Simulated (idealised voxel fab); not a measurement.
process module | voxel wiring stack
cross-section cut | 245 nm wide | cells 5 nm
A cross-section is a grid of square cells, given in bands from the top down. A band is one or more rows of cells.
Each band's line starts with the height of the band's top and of its bottom, in nm. Then come its materials from left to right, each with its width in nm. One material with "throughout" fills the band from edge to edge. "air" is empty space.
Height 0 is the level under which the wafer as received is all one material. The lowest band goes on downwards, as in "0 down".
A width such as "30 to 40" changes by the same amount from each row of cells to the next, from the band's top row to its bottom row.
"no change" after a step means that no cell of the cross-section changed.
closed voids: empty space of 8 cells or more with no open way to the top, each as width x height at its distance from the left edge, in nm
after a step's settings: what the simulator itself notes on the step
overlay nm, on a step with a mask: how far to the right of its planned place the mask lay; to the left if negative
Each pair below shows a cross-section before one step and the cross-section after it, down to the lowest band that changed. The line under each pair gives the step between them, with its settings. The pairs can come from different runs of this module on the same starting wafer, so a pair continues from the pair above only where its "before" says so.
before
  130 to 120: Ru throughout
  120 to 115: TiN 50 | Ru 10 | TiN 35 | Ru 10 | TiN 35 | Ru 10 | TiN 35 | Ru 10 | TiN 50
  115 to 105: lowk 45 | TiN 5 | Ru 10 | TiN 5 | lowk 25 | TiN 5 | Ru 10 | TiN 5 | lowk 25 | TiN 5 | Ru 10 | TiN 5 | lowk 25 | TiN 5 | Ru 10 | TiN 5 | lowk 45
  105 to 100: lowk 45 | TiN 5 | Ru 5 | TiN 10 | lowk 25 | TiN 5 | Ru 5 | TiN 10 | lowk 25 | TiN 5 | Ru 5 | TiN 10 | lowk 25 | TiN 5 | Ru 5 | TiN 10 | lowk 45
  100 to 85: lowk 45 | TiN 5 | Ru 5 | TiN 5 | lowk 30 | TiN 5 | Ru 5 | TiN 5 | lowk 30 | TiN 5 | Ru 5 | TiN 5 | lowk 30 | TiN 5 | Ru 5 | TiN 5 | lowk 50
  85 to 80: SiCN 45 | TiN 15 | SiCN 30 | TiN 15 | SiCN 30 | TiN 15 | SiCN 30 | TiN 15 | SiCN 50
  80 to 70: lowk 45 | TiN 5 | Ru 10 | TiN 5 | lowk 25 | TiN 5 | Ru 10 | TiN 5 | lowk 25 | TiN 5 | Ru 10 | TiN 5 | lowk 25 | TiN 5 | Ru 10 | TiN 5 | lowk 45
  70 to 65: lowk 45 | TiN 5 | Ru 5 | TiN 10 | lowk 25 | TiN 5 | Ru 5 | TiN 10 | lowk 25 | TiN 5 | Ru 5 | TiN 10 | lowk 25 | TiN 5 | Ru 5 | TiN 10 | lowk 45
  65 to 50: lowk 45 | TiN 5 | Ru 5 | TiN 5 | lowk 30 | TiN 5 | Ru 5 | TiN 5 | lowk 30 | TiN 5 | Ru 5 | TiN 5 | lowk 30 | TiN 5 | Ru 5 | TiN 5 | lowk 50
  50 to 45: SiCN 45 | TiN 15 | SiCN 30 | TiN 15 | SiCN 30 | TiN 15 | SiCN 30 | TiN 15 | SiCN 50
  45 to 40: SiCN 40 | Ru 30 | SiCN 15 | Ru 30 | SiCN 15 | Ru 30 | SiCN 15 | Ru 30 | SiCN 40
  40 to 35: SiO2 45 | TiN 5 | W 10 | TiN 5 | SiO2 25 | TiN 5 | W 10 | TiN 5 | SiO2 25 | TiN 5 | W 10 | TiN 5 | SiO2 25 | TiN 5 | W 10 | TiN 5 | SiO2 45
  35 to 30: SiN 45 | TiN 20 | SiN 25 | TiN 20 | SiN 25 | TiN 20 | SiN 25 | TiN 20 | SiN 45
  30 to 0: SiO2 throughout
  0 down: Si throughout
  closed voids: none
after
  115 to 105: lowk 45 | TiN 5 | Ru 10 | TiN 5 | lowk 25 | TiN 5 | Ru 10 | TiN 5 | lowk 25 | TiN 5 | Ru 10 | TiN 5 | lowk 25 | TiN 5 | Ru 10 | TiN 5 | lowk 45
  below 105: unchanged
  closed voids: none
the step between: op CMP | height nm 115
before: the cross-section after the pair above
after
  120 to 115: SiCN throughout
  below 115: unchanged
  closed voids: none
the step between: op CONFORMAL_DEP | material SiCN | thk nm 5
before: the cross-section after the pair above
after
  155 to 120: SiO2 throughout
  below 120: unchanged
  closed voids: none
the step between: op DIRECTIONAL_DEP | material SiO2 | thk nm 35
before: the cross-section after the pair above
after
  165 to 155: aC throughout
  below 155: unchanged
  closed voids: none
the step between: op DIRECTIONAL_DEP | material aC | thk nm 10
before: the cross-section after the pair above
after
  190 to 165: resist 45 | air 20 | resist 25 | air 20 | resist 25 | air 20 | resist 25 | air 20 | resist 45
  below 165: unchanged
  closed voids: none
the step between: op PATTERN | tone open | mask id METAL_4 | material resist | width nm 20 | pitch nm 45 | thk nm 25 | overlay nm 0
before: the cross-section after the pair above
after
  180 to 165: resist 45 | air 20 | resist 25 | air 20 | resist 25 | air 20 | resist 25 | air 20 | resist 45
  165 to 155: aC 45 | air 20 | aC 25 | air 20 | aC 25 | air 20 | aC 25 | air 20 | aC 45
  below 155: unchanged
  closed voids: none
the step between: op DIRECTIONAL_ETCH | etch materials aC | depth nm 10
before: the cross-section after the pair above
after
  165 to 155: aC 45 | air 20 | aC 25 | air 20 | aC 25 | air 20 | aC 25 | air 20 | aC 45
  below 155: unchanged
  closed voids: none
the step between: op STRIP | etch materials resist
before: the cross-section after the pair above
after
  165 to 155: aC 45 | air 20 | aC 25 | air 20 | aC 25 | air 20 | aC 25 | air 20 | aC 45
  155 to 135: SiO2 45 | air 20 | SiO2 25 | air 20 | SiO2 25 | air 20 | SiO2 25 | air 20 | SiO2 45
  below 135: unchanged
  closed voids: none
the step between: op DIRECTIONAL_ETCH | etch materials SiO2 | depth nm 20
before: the cross-section after the pair above
after
  155 to 135: SiO2 45 | air 20 | SiO2 25 | air 20 | SiO2 25 | air 20 | SiO2 25 | air 20 | SiO2 45
  below 135: unchanged
  closed voids: none
the step between: op STRIP | etch materials aC
before: the cross-section after the pair above
after
  155 to 135: SiO2 45 | air 20 | SiO2 25 | air 20 | SiO2 25 | air 20 | SiO2 25 | air 20 | SiO2 45
  135 to 120: SiO2 45 | air 15 | SiO2 30 | air 15 | SiO2 30 | air 15 | SiO2 30 | air 15 | SiO2 50
  below 120: unchanged
  closed voids: none
the step between: op MASKED_ETCH | tone open | mask id METAL_4_HOLES | width nm 15 | pitch nm 45 | etch materials SiO2 | depth nm 15 | overlay nm 0
before: the cross-section after the pair above
after
  155 to 135: SiO2 45 | air 20 | SiO2 25 | air 20 | SiO2 25 | air 20 | SiO2 25 | air 20 | SiO2 45
  135 to 120: SiO2 45 | air 15 | SiO2 30 | air 15 | SiO2 30 | air 15 | SiO2 30 | air 15 | SiO2 50
  120 to 115: SiCN 45 | air 15 | SiCN 30 | air 15 | SiCN 30 | air 15 | SiCN 30 | air 15 | SiCN 50
  below 115: unchanged
  closed voids: none
the step between: op MASKED_ETCH | tone open | mask id METAL_4_HOLES | width nm 15 | pitch nm 45 | etch materials SiCN | depth nm 5 | overlay nm 0
before: the cross-section after the pair above
after
  160 to 155: TiN 50 | air 10 | TiN 35 | air 10 | TiN 35 | air 10 | TiN 35 | air 10 | TiN 50
  155 to 140: SiO2 45 | TiN 5 | air 10 | TiN 5 | SiO2 25 | TiN 5 | air 10 | TiN 5 | SiO2 25 | TiN 5 | air 10 | TiN 5 | SiO2 25 | TiN 5 | air 10 | TiN 5 | SiO2 45
  140 to 135: SiO2 45 | TiN 5 | air 5 | TiN 10 | SiO2 25 | TiN 5 | air 5 | TiN 10 | SiO2 25 | TiN 5 | air 5 | TiN 10 | SiO2 25 | TiN 5 | air 5 | TiN 10 | SiO2 45
  135 to 120: SiO2 45 | TiN 5 | air 5 | TiN 5 | SiO2 30 | TiN 5 | air 5 | TiN 5 | SiO2 30 | TiN 5 | air 5 | TiN 5 | SiO2 30 | TiN 5 | air 5 | TiN 5 | SiO2 50
  120 to 115: SiCN 45 | TiN 15 | SiCN 30 | TiN 15 | SiCN 30 | TiN 15 | SiCN 30 | TiN 15 | SiCN 50
  below 115: unchanged
  closed voids: none
the step between: op CONFORMAL_DEP | material TiN | thk nm 5
before: the cross-section after the pair above
after
  165 to 160: Cu throughout
  160 to 155: TiN 50 | Cu 10 | TiN 35 | Cu 10 | TiN 35 | Cu 10 | TiN 35 | Cu 10 | TiN 50
  155 to 140: SiO2 45 | TiN 5 | Cu 10 | TiN 5 | SiO2 25 | TiN 5 | Cu 10 | TiN 5 | SiO2 25 | TiN 5 | Cu 10 | TiN 5 | SiO2 25 | TiN 5 | Cu 10 | TiN 5 | SiO2 45
  140 to 135: SiO2 45 | TiN 5 | Cu 5 | TiN 10 | SiO2 25 | TiN 5 | Cu 5 | TiN 10 | SiO2 25 | TiN 5 | Cu 5 | TiN 10 | SiO2 25 | TiN 5 | Cu 5 | TiN 10 | SiO2 45
  135 to 120: SiO2 45 | TiN 5 | Cu 5 | TiN 5 | SiO2 30 | TiN 5 | Cu 5 | TiN 5 | SiO2 30 | TiN 5 | Cu 5 | TiN 5 | SiO2 30 | TiN 5 | Cu 5 | TiN 5 | SiO2 50
  below 120: unchanged
  closed voids: none
the step between: op FILL_DEP | material Cu | thk nm 5
before: the cross-section after the pair above
after
  155 to 140: SiO2 45 | TiN 5 | Cu 10 | TiN 5 | SiO2 25 | TiN 5 | Cu 10 | TiN 5 | SiO2 25 | TiN 5 | Cu 10 | TiN 5 | SiO2 25 | TiN 5 | Cu 10 | TiN 5 | SiO2 45
  below 140: unchanged
  closed voids: none
the step between: op CMP | height nm 155
before: the cross-section after the pair above
after
  160 to 155: SiN throughout
  below 155: unchanged
  closed voids: none
the step between: op CONFORMAL_DEP | material SiN | thk nm 5
before
  75 to 70: air 40 | lowk 30 | air 15 | lowk 30 | air 15 | lowk 30 | air 15 | lowk 30 | air 40
  70 to 45: lowk throughout
  45 to 40: lowk 40 | Ru 30 | lowk 15 | Ru 30 | lowk 15 | Ru 30 | lowk 15 | Ru 30 | lowk 40
  40 to 20: SiO2 45 | TiN 5 | W 10 | TiN 5 | SiO2 25 | TiN 5 | W 10 | TiN 5 | SiO2 25 | TiN 5 | W 10 | TiN 5 | SiO2 25 | TiN 5 | W 10 | TiN 5 | SiO2 45
  20 to 15: SiN 45 | TiN 20 | SiN 25 | TiN 20 | SiN 25 | TiN 20 | SiN 25 | TiN 20 | SiN 45
  15 to 0: SiO2 throughout
  0 down: Si throughout
  closed voids: none
after
  80 to 75: SiCN throughout
  75 to 70: SiCN 40 | lowk 30 | SiCN 15 | lowk 30 | SiCN 15 | lowk 30 | SiCN 15 | lowk 30 | SiCN 40
  below 70: unchanged
  closed voids: none
the step between: op FILL_DEP | material SiCN | thk nm 5
before: the cross-section after the pair above
after
  95 to 80: resist 45 | air 20 | resist 25 | air 20 | resist 25 | air 20 | resist 25 | air 20 | resist 45
  below 80: unchanged
  closed voids: none
the step between: op PATTERN | tone open | mask id METAL_2 | material resist | width nm 20 | pitch nm 45 | thk nm 15 | overlay nm 0
before: the cross-section after the pair above
after
  80 to 75: SiCN throughout
  below 75: unchanged
  closed voids: none
the step between: op STRIP | etch materials resist
before: the cross-section after the pair above
after
  90 to 80: aC throughout
  below 80: unchanged
  closed voids: none
the step between: op DIRECTIONAL_DEP | material aC | thk nm 10
before: the cross-section after the pair above
after
  120 to 90: resist 45 | air 15 | resist 30 | air 15 | resist 30 | air 15 | resist 30 | air 15 | resist 50
  below 90: unchanged
  closed voids: none
the step between: op PATTERN | tone open | mask id METAL_2_HOLES | material resist | width nm 15 | pitch nm 45 | thk nm 30 | overlay nm 0
before: the cross-section after the pair above
after
  110 to 90: resist 45 | air 15 | resist 30 | air 15 | resist 30 | air 15 | resist 30 | air 15 | resist 50
  90 to 80: aC 45 | air 15 | aC 30 | air 15 | aC 30 | air 15 | aC 30 | air 15 | aC 50
  below 80: unchanged
  closed voids: none
the step between: op DIRECTIONAL_ETCH | etch materials aC | depth nm 10
before: the cross-section after the pair above
after
  90 to 80: aC 45 | air 15 | aC 30 | air 15 | aC 30 | air 15 | aC 30 | air 15 | aC 50
  below 80: unchanged
  closed voids: none
the step between: op STRIP | etch materials resist
before: the cross-section after the pair above
after
  90 to 80: aC 45 | air 15 | aC 30 | air 15 | aC 30 | air 15 | aC 30 | air 15 | aC 50
  80 to 75: SiCN 45 | air 15 | SiCN 30 | air 15 | SiCN 30 | air 15 | SiCN 30 | air 15 | SiCN 50
  below 75: unchanged
  closed voids: none
the step between: op DIRECTIONAL_ETCH | etch materials SiCN | depth nm 5
before: the cross-section after the pair above
after
  80 to 75: SiCN 45 | air 15 | SiCN 30 | air 15 | SiCN 30 | air 15 | SiCN 30 | air 15 | SiCN 50
  below 75: unchanged
  closed voids: none
the step between: op STRIP | etch materials aC
before: the cross-section after the pair above
after
  85 to 80: TiN 50 | air 5 | TiN 40 | air 5 | TiN 40 | air 5 | TiN 40 | air 5 | TiN 55
  80 to 75: SiCN 45 | TiN 15 | SiCN 30 | TiN 15 | SiCN 30 | TiN 15 | SiCN 30 | TiN 15 | SiCN 50
  below 75: unchanged
  closed voids: none
the step between: op CONFORMAL_DEP | material TiN | thk nm 5
before: the cross-section after the pair above
after
  90 to 85: Ru throughout
  85 to 80: TiN 50 | Ru 5 | TiN 40 | Ru 5 | TiN 40 | Ru 5 | TiN 40 | Ru 5 | TiN 55
  below 80: unchanged
  closed voids: none
the step between: op FILL_DEP | material Ru | thk nm 5
before: the cross-section after the pair above
after
  80 to 75: SiCN 45 | TiN 15 | SiCN 30 | TiN 15 | SiCN 30 | TiN 15 | SiCN 30 | TiN 15 | SiCN 50
  below 75: unchanged
  closed voids: none
the step between: op CMP | height nm 80
before: the cross-section after the pair above
after
  85 to 80: SiCN throughout
  below 80: unchanged
  closed voids: none
the step between: op CONFORMAL_DEP | material SiCN | thk nm 5
before: the cross-section after the pair above
after
  115 to 85: lowk throughout
  below 85: unchanged
  closed voids: none
the step between: op DIRECTIONAL_DEP | material lowk | thk nm 30
before: the cross-section after the pair above
after
  115 to 85: lowk 45 | air 15 | lowk 30 | air 15 | lowk 30 | air 15 | lowk 30 | air 15 | lowk 50
  below 85: unchanged
  closed voids: none
the step between: op MASKED_ETCH | tone open | mask id METAL_3_HOLES | width nm 15 | pitch nm 45 | etch materials lowk | depth nm 30 | overlay nm 0
before: the cross-section after the pair above
after
  115 to 100: lowk 45 | air 20 | lowk 25 | air 20 | lowk 25 | air 20 | lowk 25 | air 20 | lowk 45
  below 100: unchanged
  closed voids: none
the step between: op MASKED_ETCH | tone open | mask id METAL_3 | width nm 20 | pitch nm 45 | etch materials lowk | depth nm 15 | overlay nm 0
before: the cross-section after the pair above
after
  115 to 100: lowk 45 | air 20 | lowk 25 | air 20 | lowk 25 | air 20 | lowk 25 | air 20 | lowk 45
  100 to 85: lowk 45 | air 15 | lowk 30 | air 15 | lowk 30 | air 15 | lowk 30 | air 15 | lowk 50
  85 to 80: SiCN 45 | air 15 | SiCN 30 | air 15 | SiCN 30 | air 15 | SiCN 30 | air 15 | SiCN 50
  below 80: unchanged
  closed voids: none
the step between: op MASKED_ETCH | tone open | mask id METAL_3 | width nm 20 | pitch nm 45 | etch materials SiCN | depth nm 5 | overlay nm 0
before: the cross-section after the pair above
after
  120 to 115: TiN 50 | air 10 | TiN 35 | air 10 | TiN 35 | air 10 | TiN 35 | air 10 | TiN 50
  115 to 105: lowk 45 | TiN 5 | air 10 | TiN 5 | lowk 25 | TiN 5 | air 10 | TiN 5 | lowk 25 | TiN 5 | air 10 | TiN 5 | lowk 25 | TiN 5 | air 10 | TiN 5 | lowk 45
  105 to 100: lowk 45 | TiN 5 | air 5 | TiN 10 | lowk 25 | TiN 5 | air 5 | TiN 10 | lowk 25 | TiN 5 | air 5 | TiN 10 | lowk 25 | TiN 5 | air 5 | TiN 10 | lowk 45
  100 to 85: lowk 45 | TiN 5 | air 5 | TiN 5 | lowk 30 | TiN 5 | air 5 | TiN 5 | lowk 30 | TiN 5 | air 5 | TiN 5 | lowk 30 | TiN 5 | air 5 | TiN 5 | lowk 50
  85 to 75: SiCN 45 | TiN 15 | SiCN 30 | TiN 15 | SiCN 30 | TiN 15 | SiCN 30 | TiN 15 | SiCN 50
  below 75: unchanged
  closed voids: none
the step between: op CONFORMAL_DEP | material TiN | thk nm 5
before: the cross-section after the pair above
after
  130 to 120: Ru throughout
  120 to 115: TiN 50 | Ru 10 | TiN 35 | Ru 10 | TiN 35 | Ru 10 | TiN 35 | Ru 10 | TiN 50
  115 to 105: lowk 45 | TiN 5 | Ru 10 | TiN 5 | lowk 25 | TiN 5 | Ru 10 | TiN 5 | lowk 25 | TiN 5 | Ru 10 | TiN 5 | lowk 25 | TiN 5 | Ru 10 | TiN 5 | lowk 45
  105 to 100: lowk 45 | TiN 5 | Ru 5 | TiN 10 | lowk 25 | TiN 5 | Ru 5 | TiN 10 | lowk 25 | TiN 5 | Ru 5 | TiN 10 | lowk 25 | TiN 5 | Ru 5 | TiN 10 | lowk 45
  100 to 85: lowk 45 | TiN 5 | Ru 5 | TiN 5 | lowk 30 | TiN 5 | Ru 5 | TiN 5 | lowk 30 | TiN 5 | Ru 5 | TiN 5 | lowk 30 | TiN 5 | Ru 5 | TiN 5 | lowk 50
  below 85: unchanged
  closed voids: none
the step between: op FILL_DEP | material Ru | thk nm 10
before: the cross-section after the pair above
after
  115 to 105: lowk 45 | TiN 5 | Ru 10 | TiN 5 | lowk 25 | TiN 5 | Ru 10 | TiN 5 | lowk 25 | TiN 5 | Ru 10 | TiN 5 | lowk 25 | TiN 5 | Ru 10 | TiN 5 | lowk 45
  below 105: unchanged
  closed voids: none
the step between: op CMP | height nm 115
before: the cross-section after the pair above
after
  120 to 115: SiCN throughout
  below 115: unchanged
  closed voids: none
the step between: op CONFORMAL_DEP | material SiCN | thk nm 5
before: the cross-section after the pair above
after
  155 to 120: SiO2 throughout
  below 120: unchanged
  closed voids: none
the step between: op DIRECTIONAL_DEP | material SiO2 | thk nm 35
before: the cross-section after the pair above
after
  165 to 155: aC throughout
  below 155: unchanged
  closed voids: none
the step between: op DIRECTIONAL_DEP | material aC | thk nm 10
before: the cross-section after the pair above
after
  190 to 165: resist 45 | air 20 | resist 25 | air 20 | resist 25 | air 20 | resist 25 | air 20 | resist 45
  below 165: unchanged
  closed voids: none
the step between: op PATTERN | tone open | mask id METAL_4 | material resist | width nm 20 | pitch nm 45 | thk nm 25 | overlay nm 0
before: the cross-section after the pair above
after
  180 to 165: resist 45 | air 20 | resist 25 | air 20 | resist 25 | air 20 | resist 25 | air 20 | resist 45
  165 to 155: aC 45 | air 20 | aC 25 | air 20 | aC 25 | air 20 | aC 25 | air 20 | aC 45
  below 155: unchanged
  closed voids: none
the step between: op DIRECTIONAL_ETCH | etch materials aC | depth nm 10
before: the cross-section after the pair above
after
  165 to 155: aC 45 | air 20 | aC 25 | air 20 | aC 25 | air 20 | aC 25 | air 20 | aC 45
  below 155: unchanged
  closed voids: none
the step between: op STRIP | etch materials resist
before: the cross-section after the pair above
after
  165 to 155: aC 45 | air 20 | aC 25 | air 20 | aC 25 | air 20 | aC 25 | air 20 | aC 45
  155 to 135: SiO2 45 | air 20 | SiO2 25 | air 20 | SiO2 25 | air 20 | SiO2 25 | air 20 | SiO2 45
  below 135: unchanged
  closed voids: none
the step between: op DIRECTIONAL_ETCH | etch materials SiO2 | depth nm 20
before: the cross-section after the pair above
after
  155 to 135: SiO2 45 | air 20 | SiO2 25 | air 20 | SiO2 25 | air 20 | SiO2 25 | air 20 | SiO2 45
  below 135: unchanged
  closed voids: none
the step between: op STRIP | etch materials aC
before: the cross-section after the pair above
after
  155 to 135: SiO2 45 | air 20 | SiO2 25 | air 20 | SiO2 25 | air 20 | SiO2 25 | air 20 | SiO2 45
  135 to 120: SiO2 45 | air 15 | SiO2 30 | air 15 | SiO2 30 | air 15 | SiO2 30 | air 15 | SiO2 50
  below 120: unchanged
  closed voids: none
the step between: op MASKED_ETCH | tone open | mask id METAL_4_HOLES | width nm 15 | pitch nm 45 | etch materials SiO2 | depth nm 15 | overlay nm 0
before: the cross-section after the pair above
after
  155 to 135: SiO2 45 | air 20 | SiO2 25 | air 20 | SiO2 25 | air 20 | SiO2 25 | air 20 | SiO2 45
  135 to 120: SiO2 45 | air 15 | SiO2 30 | air 15 | SiO2 30 | air 15 | SiO2 30 | air 15 | SiO2 50
  120 to 115: SiCN 45 | air 15 | SiCN 30 | air 15 | SiCN 30 | air 15 | SiCN 30 | air 15 | SiCN 50
  below 115: unchanged
  closed voids: none
the step between: op MASKED_ETCH | tone open | mask id METAL_4_HOLES | width nm 15 | pitch nm 45 | etch materials SiCN | depth nm 5 | overlay nm 0
before: the cross-section after the pair above
after
  160 to 155: TiN 50 | air 10 | TiN 35 | air 10 | TiN 35 | air 10 | TiN 35 | air 10 | TiN 50
  155 to 140: SiO2 45 | TiN 5 | air 10 | TiN 5 | SiO2 25 | TiN 5 | air 10 | TiN 5 | SiO2 25 | TiN 5 | air 10 | TiN 5 | SiO2 25 | TiN 5 | air 10 | TiN 5 | SiO2 45
  140 to 135: SiO2 45 | TiN 5 | air 5 | TiN 10 | SiO2 25 | TiN 5 | air 5 | TiN 10 | SiO2 25 | TiN 5 | air 5 | TiN 10 | SiO2 25 | TiN 5 | air 5 | TiN 10 | SiO2 45
  135 to 120: SiO2 45 | TiN 5 | air 5 | TiN 5 | SiO2 30 | TiN 5 | air 5 | TiN 5 | SiO2 30 | TiN 5 | air 5 | TiN 5 | SiO2 30 | TiN 5 | air 5 | TiN 5 | SiO2 50
  120 to 115: SiCN 45 | TiN 15 | SiCN 30 | TiN 15 | SiCN 30 | TiN 15 | SiCN 30 | TiN 15 | SiCN 50
  below 115: unchanged
  closed voids: none
the step between: op CONFORMAL_DEP | material TiN | thk nm 5
before: the cross-section after the pair above
after
  165 to 160: Cu throughout
  160 to 155: TiN 50 | Cu 10 | TiN 35 | Cu 10 | TiN 35 | Cu 10 | TiN 35 | Cu 10 | TiN 50
  155 to 140: SiO2 45 | TiN 5 | Cu 10 | TiN 5 | SiO2 25 | TiN 5 | Cu 10 | TiN 5 | SiO2 25 | TiN 5 | Cu 10 | TiN 5 | SiO2 25 | TiN 5 | Cu 10 | TiN 5 | SiO2 45
  140 to 135: SiO2 45 | TiN 5 | Cu 5 | TiN 10 | SiO2 25 | TiN 5 | Cu 5 | TiN 10 | SiO2 25 | TiN 5 | Cu 5 | TiN 10 | SiO2 25 | TiN 5 | Cu 5 | TiN 10 | SiO2 45
  135 to 120: SiO2 45 | TiN 5 | Cu 5 | TiN 5 | SiO2 30 | TiN 5 | Cu 5 | TiN 5 | SiO2 30 | TiN 5 | Cu 5 | TiN 5 | SiO2 30 | TiN 5 | Cu 5 | TiN 5 | SiO2 50
  below 120: unchanged
  closed voids: none
the step between: op FILL_DEP | material Cu | thk nm 5
before: the cross-section after the pair above
after
  155 to 140: SiO2 45 | TiN 5 | Cu 10 | TiN 5 | SiO2 25 | TiN 5 | Cu 10 | TiN 5 | SiO2 25 | TiN 5 | Cu 10 | TiN 5 | SiO2 25 | TiN 5 | Cu 10 | TiN 5 | SiO2 45
  below 140: unchanged
  closed voids: none
the step between: op CMP | height nm 155
before: the cross-section after the pair above
after
  160 to 155: SiN throughout
  below 155: unchanged
  closed voids: none
the step between: op CONFORMAL_DEP | material SiN | thk nm 5
before
  165 to 160: Cu throughout
  160 to 155: TiN 50 | Cu 10 | TiN 35 | Cu 10 | TiN 35 | Cu 10 | TiN 35 | Cu 10 | TiN 50
  155 to 140: SiO2 45 | TiN 5 | Cu 10 | TiN 5 | SiO2 25 | TiN 5 | Cu 10 | TiN 5 | SiO2 25 | TiN 5 | Cu 10 | TiN 5 | SiO2 25 | TiN 5 | Cu 10 | TiN 5 | SiO2 45
  140 to 135: SiO2 45 | TiN 5 | Cu 5 | TiN 10 | SiO2 25 | TiN 5 | Cu 5 | TiN 10 | SiO2 25 | TiN 5 | Cu 5 | TiN 10 | SiO2 25 | TiN 5 | Cu 5 | TiN 10 | SiO2 45
  135 to 120: SiO2 45 | TiN 5 | Cu 5 | TiN 5 | SiO2 30 | TiN 5 | Cu 5 | TiN 5 | SiO2 30 | TiN 5 | Cu 5 | TiN 5 | SiO2 30 | TiN 5 | Cu 5 | TiN 5 | SiO2 50
  120 to 115: SiCN 45 | TiN 15 | SiCN 30 | TiN 15 | SiCN 30 | TiN 15 | SiCN 30 | TiN 15 | SiCN 50
  115 to 105: lowk 45 | TiN 5 | Ru 10 | TiN 5 | lowk 25 | TiN 5 | Ru 10 | TiN 5 | lowk 25 | TiN 5 | Ru 10 | TiN 5 | lowk 25 | TiN 5 | Ru 10 | TiN 5 | lowk 45
  105 to 100: lowk 45 | TiN 5 | Ru 5 | TiN 10 | lowk 25 | TiN 5 | Ru 5 | TiN 10 | lowk 25 | TiN 5 | Ru 5 | TiN 10 | lowk 25 | TiN 5 | Ru 5 | TiN 10 | lowk 45
  100 to 85: lowk 45 | TiN 5 | Ru 5 | TiN 5 | lowk 30 | TiN 5 | Ru 5 | TiN 5 | lowk 30 | TiN 5 | Ru 5 | TiN 5 | lowk 30 | TiN 5 | Ru 5 | TiN 5 | lowk 50
  85 to 80: SiCN 45 | TiN 15 | SiCN 30 | TiN 15 | SiCN 30 | TiN 15 | SiCN 30 | TiN 15 | SiCN 50
  80 to 70: lowk 45 | TiN 5 | Ru 10 | TiN 5 | lowk 25 | TiN 5 | Ru 10 | TiN 5 | lowk 25 | TiN 5 | Ru 10 | TiN 5 | lowk 25 | TiN 5 | Ru 10 | TiN 5 | lowk 45
  70 to 65: lowk 45 | TiN 5 | Ru 5 | TiN 10 | lowk 25 | TiN 5 | Ru 5 | TiN 10 | lowk 25 | TiN 5 | Ru 5 | TiN 10 | lowk 25 | TiN 5 | Ru 5 | TiN 10 | lowk 45
  65 to 50: lowk 45 | TiN 5 | Ru 5 | TiN 5 | lowk 30 | TiN 5 | Ru 5 | TiN 5 | lowk 30 | TiN 5 | Ru 5 | TiN 5 | lowk 30 | TiN 5 | Ru 5 | TiN 5 | lowk 50
  50 to 45: SiCN 45 | TiN 15 | SiCN 30 | TiN 15 | SiCN 30 | TiN 15 | SiCN 30 | TiN 15 | SiCN 50
  45 to 40: SiCN 40 | Ru 30 | SiCN 15 | Ru 30 | SiCN 15 | Ru 30 | SiCN 15 | Ru 30 | SiCN 40
  40 to 20: SiO2 45 | TiN 5 | W 10 | TiN 5 | SiO2 25 | TiN 5 | W 10 | TiN 5 | SiO2 25 | TiN 5 | W 10 | TiN 5 | SiO2 25 | TiN 5 | W 10 | TiN 5 | SiO2 45
  20 to 15: SiN 45 | TiN 20 | SiN 25 | TiN 20 | SiN 25 | TiN 20 | SiN 25 | TiN 20 | SiN 45
  15 to 0: SiO2 throughout
  0 down: Si throughout
  closed voids: none
after
  150 to 140: SiO2 45 | TiN 5 | Cu 10 | TiN 5 | SiO2 25 | TiN 5 | Cu 10 | TiN 5 | SiO2 25 | TiN 5 | Cu 10 | TiN 5 | SiO2 25 | TiN 5 | Cu 10 | TiN 5 | SiO2 45
  below 140: unchanged
  closed voids: none
the step between: op CMP | height nm 150
before: the cross-section after the pair above
after
  155 to 150: SiN throughout
  below 150: unchanged
  closed voids: none
the step between: op CONFORMAL_DEP | material SiN | thk nm 5
before
  80 to 50: lowk throughout
  50 to 45: SiCN throughout
  45 to 40: SiCN 40 | Ru 30 | SiCN 15 | Ru 30 | SiCN 15 | Ru 30 | SiCN 15 | Ru 30 | SiCN 40
  40 to 20: SiO2 45 | TiN 5 | W 10 | TiN 5 | SiO2 25 | TiN 5 | W 10 | TiN 5 | SiO2 25 | TiN 5 | W 10 | TiN 5 | SiO2 25 | TiN 5 | W 10 | TiN 5 | SiO2 45
  20 to 15: SiN 45 | TiN 20 | SiN 25 | TiN 20 | SiN 25 | TiN 20 | SiN 25 | TiN 20 | SiN 45
  15 to 0: SiO2 throughout
  0 down: Si throughout
  closed voids: none
after
  95 to 80: resist 45 | air 25 | resist 20 | air 25 | resist 20 | air 25 | resist 20 | air 25 | resist 40
  below 80: unchanged
  closed voids: none
the step between: op PATTERN | tone open | mask id METAL_2 | material resist | width nm 25 | pitch nm 45 | thk nm 15 | overlay nm 0
before: the cross-section after the pair above
after
  95 to 80: resist 45 | air 25 | resist 20 | air 25 | resist 20 | air 25 | resist 20 | air 25 | resist 40
  80 to 65: lowk 45 | air 25 | lowk 20 | air 25 | lowk 20 | air 25 | lowk 20 | air 25 | lowk 40
  below 65: unchanged
  closed voids: none
the step between: op DIRECTIONAL_ETCH | etch materials lowk | depth nm 15
before: the cross-section after the pair above
after
  80 to 65: lowk 45 | air 25 | lowk 20 | air 25 | lowk 20 | air 25 | lowk 20 | air 25 | lowk 40
  below 65: unchanged
  closed voids: none
the step between: op STRIP | etch materials resist
before: the cross-section after the pair above
after
  90 to 80: aC 45 | air 25 | aC 20 | air 25 | aC 20 | air 25 | aC 20 | air 25 | aC 40
  80 to 75: lowk 45 | air 25 | lowk 20 | air 25 | lowk 20 | air 25 | lowk 20 | air 25 | lowk 40
  75 to 65: lowk 45 | aC 25 | lowk 20 | aC 25 | lowk 20 | aC 25 | lowk 20 | aC 25 | lowk 40
  below 65: unchanged
  closed voids: none
the step between: op DIRECTIONAL_DEP | material aC | thk nm 10
before: the cross-section after the pair above
after
  120 to 90: resist 45 | air 15 | resist 30 | air 15 | resist 30 | air 15 | resist 30 | air 15 | resist 50
  90 to 80: aC 45 | air 15 | resist 10 | aC 20 | air 15 | resist 10 | aC 20 | air 15 | resist 10 | aC 20 | air 15 | resist 10 | aC 40
  80 to 75: lowk 45 | air 15 | resist 10 | lowk 20 | air 15 | resist 10 | lowk 20 | air 15 | resist 10 | lowk 20 | air 15 | resist 10 | lowk 40
  below 75: unchanged
  closed voids: none
the step between: op PATTERN | tone open | mask id METAL_2_HOLES | material resist | width nm 15 | pitch nm 45 | thk nm 30 | overlay nm 0
